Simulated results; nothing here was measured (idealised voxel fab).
process module | voxel spacer lines
cross-section cut | 175 nm wide | cells 5 nm
A cross-section is a grid of square cells, given in bands from the top down. A band is one or more rows of cells.
Each band's line starts with the height of the band's top and of its bottom, in nm. Then come its materials from left to right, each with its width in nm. One material with "throughout" fills the band from edge to edge. "air" is empty space.
Height 0 is the level under which the wafer as received is all one material. The lowest band goes on downwards, as in "0 down".
A width such as "30 to 40" changes by the same amount from each row of cells to the next, from the band's top row to its bottom row.
"no change" after a step means that no cell of the cross-section changed.
closed voids: empty space of 8 cells or more with no open way to the top, each as width x height at its distance from the left edge, in nm
after a step's settings: what the simulator itself notes on the step
overlay nm, on a step with a mask: how far to the right of its planned place the mask lay; to the left if negative
plan
1 op RECEIVE | material Si
2 op CONFORMAL_DEP | material Al2O3 | thk nm 10
3 op DIRECTIONAL_DEP | material polySi | thk nm 20
4 op DIRECTIONAL_DEP | material aC | thk nm 30
5 op PATTERN | tone cover | mask id MANDREL | material resist | width nm 20 | pitch nm 60 | thk nm 40 | overlay nm -15
6 op DIRECTIONAL_ETCH | etch materials aC | depth nm 30
7 op STRIP | etch materials resist
8 op CONFORMAL_DEP | material SiN | thk nm 10
9 op DIRECTIONAL_ETCH | etch materials SiN | depth nm 10
10 op STRIP | etch materials aC
11 op DIRECTIONAL_ETCH | etch materials polySi | depth nm 20
12 op STRIP | etch materials SiN
13 op FILL_DEP | material SiO2 | thk nm 5
14 op CMP | height nm 30
varied across the wafers: overlay nm of step 5. The plan shows the first wafer's value. All wafers start alike
first wafer as received, after step 1
  0 down: Si throughout
  closed voids: none
each wafer at the end: cells of each material gained (+) or lost (-) since it was received, then its closed voids
overlay nm -15 | +70 Al2O3 | +108 SiO2 | +32 polySi | closed voids: none
overlay nm -10 | +70 Al2O3 | +108 SiO2 | +32 polySi | closed voids: none
overlay nm -5 | +70 Al2O3 | +108 SiO2 | +32 polySi | closed voids: none
overlay nm 0 | +70 Al2O3 | +108 SiO2 | +32 polySi | closed voids: none
overlay nm 5 | +70 Al2O3 | +108 SiO2 | +32 polySi | closed voids: none
overlay nm 10 | +70 Al2O3 | +108 SiO2 | +32 polySi | closed voids: none
overlay nm 15 | +70 Al2O3 | +108 SiO2 | +32 polySi | closed voids: none
